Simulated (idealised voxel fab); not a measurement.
process module | voxel tone inversion
cross-section cut | 230 nm wide | cells 5 nm
A cross-section is a grid of square cells, given in bands from the top down. A band is one or more rows of cells.
Each band's line starts with the height of the band's top and of its bottom, in nm. Then come its materials from left to right, each with its width in nm. One material with "throughout" fills the band from edge to edge. "air" is empty space.
Height 0 is the level under which the wafer as received is all one material. The lowest band goes on downwards, as in "0 down".
A width such as "30 to 40" changes by the same amount from each row of cells to the next, from the band's top row to its bottom row.
"no change" after a step means that no cell of the cross-section changed.
closed voids: empty space of 8 cells or more with no open way to the top, each as width x height at its distance from the left edge, in nm
after a step's settings: what the simulator itself notes on the step
overlay nm, on a step with a mask: how far to the right of its planned place the mask lay; to the left if negative
plan
1 op RECEIVE | material Si
2 op CONFORMAL_DEP | material SiN | thk nm 10
3 op DIRECTIONAL_DEP | material polySi | thk nm 20
4 op PATTERN | tone cover | mask id POSTS | material resist | width nm 15 | pitch nm 40 | thk nm 25 | overlay nm 0
5 op DIRECTIONAL_ETCH | etch materials polySi | depth nm 20
6 op STRIP | etch materials resist
7 op FILL_DEP | material SiO2 | thk nm 5
8 op CMP | height nm 30
9 op STRIP | etch materials polySi
as received, after step 1
  0 down: Si throughout
  closed voids: none
first wafer at the end, as planned
  30 to 10: SiO2 65 | air 15 | SiO2 25 | air 15 | SiO2 25 | air 15 | SiO2 70
  10 to 0: SiN throughout
  0 down: Si throughout
  closed voids: none
second wafer at the end: like start, like plan, one mistake
  30 to 10: SiO2 60 | air 25 | SiO2 15 | air 25 | SiO2 15 | air 25 | SiO2 65
  10 to 0: SiN throughout
  0 down: Si throughout
  closed voids: none
what went wrong: step 4 ran as: op PATTERN | tone cover | mask id POSTS | material resist | width nm 25 | pitch nm 40 | thk nm 25 | overlay nm 0
at the end the second wafer has, in cells: 24 fewer of SiO2
